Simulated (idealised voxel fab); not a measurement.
Process module in this document: voxel trench capacitor
Cross-section cut spans 260 nm and uses square cells 5 nm in size.
Cross-sections here: square-cell grids, written as top-down lists of bands, a band being one or more rows of cells. Heads up on the band format: heights come first, top then bottom, in nm. After that it's the materials left to right, each with its width in nm. A single material flagged "everywhere" fills the whole band edge to edge, and "air" means there's empty space there. Convention: height 0 is the level below which the wafer, as received, is all one material. The lowest band does not terminate at the bottom but continues downward, represented as "top 0, no bottom". When a width is written as two numbers, as in "30 to 40", the first number is the width in the top row of cells of the band and the second is the width in its bottom row, and the width changes by the same amount from each row to the next. "everything unchanged" (step): cross-section cells unchanged, all of them. Entry "Sealed void list". Content: empty spaces with no open connection to the top, size 8 cells or greater. Each: width x height at distance. Distance: from left edge. Unit: nm. It should be noted that, on the line of a given step, the content following the step's settings is a remark produced by the simulator itself with respect to that step. Each step line may optionally specify "overlay nm", which for a step with a mask gives the rightward distance between the mask's planned place and where it lay, a negative value indicating the leftward direction.

The process steps that were planned are listed below:
1: op RECEIVE | material Si
2: op CONFORMAL_DEP | material SiN | thk nm 10
3: op DIRECTIONAL_DEP | material aC | thk nm 15
4: op PATTERN | tone open | mask id TRENCH | material resist | width nm 30 | pitch nm 55 | thk nm 30 | overlay nm 0
5: op DIRECTIONAL_ETCH | etch materials aC | depth nm 15
6: op STRIP | etch materials resist
7: op DIRECTIONAL_ETCH | etch materials SiN | depth nm 10
8: op DIRECTIONAL_ETCH | etch materials Si | depth nm 30
9: op STRIP | etch materials aC
10: op CONFORMAL_DEP | material HfO2 | thk nm 5
11: op CONFORMAL_DEP | material TiN | thk nm 5
12: op FILL_DEP | material W | thk nm 10
13: op CMP | height nm 10

The first wafer of two, processed as planned:

As received (post step 1): cross-section:
* top 0, no bottom  Si everywhere
* Sealed void list: none

The following cross-section depicts the wafer upon completion of step 2:
* top 10, bottom 0  SiN everywhere
* For the remainder of the cross-section, below 0, there is no change.

The following cross-section depicts the wafer upon completion of step 3:
* top 25, bottom 10  aC everywhere
* For the remainder of the cross-section, below 10, there is no change.

The following cross-section depicts the wafer upon completion of step 4:
* top 55, bottom 25  30 resist, then 30 air, then 25 resist, then 30 air, then 25 resist, then 30 air, then 25 resist, then 30 air, then 35 resist
* For the remainder of the cross-section, below 25, there is no change.

The following cross-section depicts the wafer upon completion of step 5:
* top 40, bottom 25  30 resist, then 30 air, then 25 resist, then 30 air, then 25 resist, then 30 air, then 25 resist, then 30 air, then 35 resist
* top 25, bottom 10  30 aC, then 30 air, then 25 aC, then 30 air, then 25 aC, then 30 air, then 25 aC, then 30 air, then 35 aC
* For the remainder of the cross-section, below 10, there is no change.

The following cross-section depicts the wafer upon completion of step 6:
* top 25, bottom 10  30 aC, then 30 air, then 25 aC, then 30 air, then 25 aC, then 30 air, then 25 aC, then 30 air, then 35 aC
* For the remainder of the cross-section, below 10, there is no change.

The following cross-section depicts the wafer upon completion of step 7:
* top 25, bottom 10  30 aC, then 30 air, then 25 aC, then 30 air, then 25 aC, then 30 air, then 25 aC, then 30 air, then 35 aC
* top 10, bottom 0  30 SiN, then 30 air, then 25 SiN, then 30 air, then 25 SiN, then 30 air, then 25 SiN, then 30 air, then 35 SiN
* For the remainder of the cross-section, below 0, there is no change.

The following cross-section depicts the wafer upon completion of step 8:
* top 25, bottom 10  30 aC, then 30 air, then 25 aC, then 30 air, then 25 aC, then 30 air, then 25 aC, then 30 air, then 35 aC
* top 10, bottom 0  30 SiN, then 30 air, then 25 SiN, then 30 air, then 25 SiN, then 30 air, then 25 SiN, then 30 air, then 35 SiN
* top 0, bottom -30  30 Si, then 30 air, then 25 Si, then 30 air, then 25 Si, then 30 air, then 25 Si, then 30 air, then 35 Si
* For the remainder of the cross-section, below -30, there is no change.

The following cross-section depicts the wafer upon completion of step 9:
* top 10, bottom 0  30 SiN, then 30 air, then 25 SiN, then 30 air, then 25 SiN, then 30 air, then 25 SiN, then 30 air, then 35 SiN
* For the remainder of the cross-section, below 0, there is no change.

The following cross-section depicts the wafer upon completion of step 10:
* top 15, bottom 10  35 HfO2, then 20 air, then 35 HfO2, then 20 air, then 35 HfO2, then 20 air, then 35 HfO2, then 20 air, then 40 HfO2
* top 10, bottom 0  30 SiN, then 5 HfO2, then 20 air, then 5 HfO2, then 25 SiN, then 5 HfO2, then 20 air, then 5 HfO2, then 25 SiN, then 5 HfO2, then 20 air, then 5 HfO2, then 25 SiN, then 5 HfO2, then 20 air, then 5 HfO2, then 35 SiN
* top 0, bottom -25  30 Si, then 5 HfO2, then 20 air, then 5 HfO2, then 25 Si, then 5 HfO2, then 20 air, then 5 HfO2, then 25 Si, then 5 HfO2, then 20 air, then 5 HfO2, then 25 Si, then 5 HfO2, then 20 air, then 5 HfO2, then 35 Si
* top -25, bottom -30  30 Si, then 30 HfO2, then 25 Si, then 30 HfO2, then 25 Si, then 30 HfO2, then 25 Si, then 30 HfO2, then 35 Si
* For the remainder of the cross-section, below -30, there is no change.

The following cross-section depicts the wafer upon completion of step 11:
* top 20, bottom 15  40 TiN, then 10 air, then 45 TiN, then 10 air, then 45 TiN, then 10 air, then 45 TiN, then 10 air, then 45 TiN
* top 15, bottom 10  35 HfO2, then 5 TiN, then 10 air, then 5 TiN, then 35 HfO2, then 5 TiN, then 10 air, then 5 TiN, then 35 HfO2, then 5 TiN, then 10 air, then 5 TiN, then 35 HfO2, then 5 TiN, then 10 air, then 5 TiN, then 40 HfO2
* top 10, bottom 0  30 SiN, then 5 HfO2, then 5 TiN, then 10 air, then 5 TiN, then 5 HfO2, then 25 SiN, then 5 HfO2, then 5 TiN, then 10 air, then 5 TiN, then 5 HfO2, then 25 SiN, then 5 HfO2, then 5 TiN, then 10 air, then 5 TiN, then 5 HfO2, then 25 SiN, then 5 HfO2, then 5 TiN, then 10 air, then 5 TiN, then 5 HfO2, then 35 SiN
* top 0, bottom -20  30 Si, then 5 HfO2, then 5 TiN, then 10 air, then 5 TiN, then 5 HfO2, then 25 Si, then 5 HfO2, then 5 TiN, then 10 air, then 5 TiN, then 5 HfO2, then 25 Si, then 5 HfO2, then 5 TiN, then 10 air, then 5 TiN, then 5 HfO2, then 25 Si, then 5 HfO2, then 5 TiN, then 10 air, then 5 TiN, then 5 HfO2, then 35 Si
* top -20, bottom -25  30 Si, then 5 HfO2, then 20 TiN, then 5 HfO2, then 25 Si, then 5 HfO2, then 20 TiN, then 5 HfO2, then 25 Si, then 5 HfO2, then 20 TiN, then 5 HfO2, then 25 Si, then 5 HfO2, then 20 TiN, then 5 HfO2, then 35 Si
* For the remainder of the cross-section, below -25, there is no change.

The following cross-section depicts the wafer upon completion of step 12:
* top 30, bottom 20  W everywhere
* top 20, bottom 15  40 TiN, then 10 W, then 45 TiN, then 10 W, then 45 TiN, then 10 W, then 45 TiN, then 10 W, then 45 TiN
* top 15, bottom 10  35 HfO2, then 5 TiN, then 10 W, then 5 TiN, then 35 HfO2, then 5 TiN, then 10 W, then 5 TiN, then 35 HfO2, then 5 TiN, then 10 W, then 5 TiN, then 35 HfO2, then 5 TiN, then 10 W, then 5 TiN, then 40 HfO2
* top 10, bottom 0  30 SiN, then 5 HfO2, then 5 TiN, then 10 W, then 5 TiN, then 5 HfO2, then 25 SiN, then 5 HfO2, then 5 TiN, then 10 W, then 5 TiN, then 5 HfO2, then 25 SiN, then 5 HfO2, then 5 TiN, then 10 W, then 5 TiN, then 5 HfO2, then 25 SiN, then 5 HfO2, then 5 TiN, then 10 W, then 5 TiN, then 5 HfO2, then 35 SiN
* top 0, bottom -20  30 Si, then 5 HfO2, then 5 TiN, then 10 W, then 5 TiN, then 5 HfO2, then 25 Si, then 5 HfO2, then 5 TiN, then 10 W, then 5 TiN, then 5 HfO2, then 25 Si, then 5 HfO2, then 5 TiN, then 10 W, then 5 TiN, then 5 HfO2, then 25 Si, then 5 HfO2, then 5 TiN, then 10 W, then 5 TiN, then 5 HfO2, then 35 Si
* For the remainder of the cross-section, below -20, there is no change.

The following cross-section depicts the wafer upon completion of step 13:
* top 10, bottom 0  30 SiN, then 5 HfO2, then 5 TiN, then 10 W, then 5 TiN, then 5 HfO2, then 25 SiN, then 5 HfO2, then 5 TiN, then 10 W, then 5 TiN, then 5 HfO2, then 25 SiN, then 5 HfO2, then 5 TiN, then 10 W, then 5 TiN, then 5 HfO2, then 25 SiN, then 5 HfO2, then 5 TiN, then 10 W, then 5 TiN, then 5 HfO2, then 35 SiN
* For the remainder of the cross-section, below 0, there is no change.

Second wafer - shared start and plan with the first - one error in running - same as the first up to step 7 inclusive:

Cross-section of the second wafer at the time by which step 8 should have been completed according to the plan:
* top 25, bottom 10  30 aC, then 30 air, then 25 aC, then 30 air, then 25 aC, then 30 air, then 25 aC, then 30 air, then 35 aC
* top 10, bottom 0  30 SiN, then 30 air, then 25 SiN, then 30 air, then 25 SiN, then 30 air, then 25 SiN, then 30 air, then 35 SiN
* top 0, bottom -60  30 Si, then 30 air, then 25 Si, then 30 air, then 25 Si, then 30 air, then 25 Si, then 30 air, then 35 Si
* For the remainder of the cross-section, below -60, there is no change.

Cross-section of the second wafer at the time by which step 9 should have been completed according to the plan:
* top 10, bottom 0  30 SiN, then 30 air, then 25 SiN, then 30 air, then 25 SiN, then 30 air, then 25 SiN, then 30 air, then 35 SiN
* For the remainder of the cross-section, below 0, there is no change.

Cross-section of the second wafer at the time by which step 10 should have been completed according to the plan:
* top 15, bottom 10  35 HfO2, then 20 air, then 35 HfO2, then 20 air, then 35 HfO2, then 20 air, then 35 HfO2, then 20 air, then 40 HfO2
* top 10, bottom 0  30 SiN, then 5 HfO2, then 20 air, then 5 HfO2, then 25 SiN, then 5 HfO2, then 20 air, then 5 HfO2, then 25 SiN, then 5 HfO2, then 20 air, then 5 HfO2, then 25 SiN, then 5 HfO2, then 20 air, then 5 HfO2, then 35 SiN
* top 0, bottom -55  30 Si, then 5 HfO2, then 20 air, then 5 HfO2, then 25 Si, then 5 HfO2, then 20 air, then 5 HfO2, then 25 Si, then 5 HfO2, then 20 air, then 5 HfO2, then 25 Si, then 5 HfO2, then 20 air, then 5 HfO2, then 35 Si
* top -55, bottom -60  30 Si, then 30 HfO2, then 25 Si, then 30 HfO2, then 25 Si, then 30 HfO2, then 25 Si, then 30 HfO2, then 35 Si
* For the remainder of the cross-section, below -60, there is no change.

Cross-section of the second wafer at the time by which step 11 should have been completed according to the plan:
* top 20, bottom 15  40 TiN, then 10 air, then 45 TiN, then 10 air, then 45 TiN, then 10 air, then 45 TiN, then 10 air, then 45 TiN
* top 15, bottom 10  35 HfO2, then 5 TiN, then 10 air, then 5 TiN, then 35 HfO2, then 5 TiN, then 10 air, then 5 TiN, then 35 HfO2, then 5 TiN, then 10 air, then 5 TiN, then 35 HfO2, then 5 TiN, then 10 air, then 5 TiN, then 40 HfO2
* top 10, bottom 0  30 SiN, then 5 HfO2, then 5 TiN, then 10 air, then 5 TiN, then 5 HfO2, then 25 SiN, then 5 HfO2, then 5 TiN, then 10 air, then 5 TiN, then 5 HfO2, then 25 SiN, then 5 HfO2, then 5 TiN, then 10 air, then 5 TiN, then 5 HfO2, then 25 SiN, then 5 HfO2, then 5 TiN, then 10 air, then 5 TiN, then 5 HfO2, then 35 SiN
* top 0, bottom -50  30 Si, then 5 HfO2, then 5 TiN, then 10 air, then 5 TiN, then 5 HfO2, then 25 Si, then 5 HfO2, then 5 TiN, then 10 air, then 5 TiN, then 5 HfO2, then 25 Si, then 5 HfO2, then 5 TiN, then 10 air, then 5 TiN, then 5 HfO2, then 25 Si, then 5 HfO2, then 5 TiN, then 10 air, then 5 TiN, then 5 HfO2, then 35 Si
* top -50, bottom -55  30 Si, then 5 HfO2, then 20 TiN, then 5 HfO2, then 25 Si, then 5 HfO2, then 20 TiN, then 5 HfO2, then 25 Si, then 5 HfO2, then 20 TiN, then 5 HfO2, then 25 Si, then 5 HfO2, then 20 TiN, then 5 HfO2, then 35 Si
* For the remainder of the cross-section, below -55, there is no change.

Cross-section of the second wafer at the time by which step 12 should have been completed according to the plan:
* top 30, bottom 20  W everywhere
* top 20, bottom 15  40 TiN, then 10 W, then 45 TiN, then 10 W, then 45 TiN, then 10 W, then 45 TiN, then 10 W, then 45 TiN
* top 15, bottom 10  35 HfO2, then 5 TiN, then 10 W, then 5 TiN, then 35 HfO2, then 5 TiN, then 10 W, then 5 TiN, then 35 HfO2, then 5 TiN, then 10 W, then 5 TiN, then 35 HfO2, then 5 TiN, then 10 W, then 5 TiN, then 40 HfO2
* top 10, bottom 0  30 SiN, then 5 HfO2, then 5 TiN, then 10 W, then 5 TiN, then 5 HfO2, then 25 SiN, then 5 HfO2, then 5 TiN, then 10 W, then 5 TiN, then 5 HfO2, then 25 SiN, then 5 HfO2, then 5 TiN, then 10 W, then 5 TiN, then 5 HfO2, then 25 SiN, then 5 HfO2, then 5 TiN, then 10 W, then 5 TiN, then 5 HfO2, then 35 SiN
* top 0, bottom -50  30 Si, then 5 HfO2, then 5 TiN, then 10 W, then 5 TiN, then 5 HfO2, then 25 Si, then 5 HfO2, then 5 TiN, then 10 W, then 5 TiN, then 5 HfO2, then 25 Si, then 5 HfO2, then 5 TiN, then 10 W, then 5 TiN, then 5 HfO2, then 25 Si, then 5 HfO2, then 5 TiN, then 10 W, then 5 TiN, then 5 HfO2, then 35 Si
* For the remainder of the cross-section, below -50, there is no change.

Cross-section of the second wafer at the time by which step 13 should have been completed according to the plan:
* top 10, bottom 0  30 SiN, then 5 HfO2, then 5 TiN, then 10 W, then 5 TiN, then 5 HfO2, then 25 SiN, then 5 HfO2, then 5 TiN, then 10 W, then 5 TiN, then 5 HfO2, then 25 SiN, then 5 HfO2, then 5 TiN, then 10 W, then 5 TiN, then 5 HfO2, then 25 SiN, then 5 HfO2, then 5 TiN, then 10 W, then 5 TiN, then 5 HfO2, then 35 SiN
* For the remainder of the cross-section, below 0, there is no change.
Run error: in the plan, step 8 was performed twice
Bottom line after processing is that, in cells, the second wafer is up or down on some materials versus the first: HfO2: 48 more; Si: 144 fewer; TiN: 48 more; W: 48 more
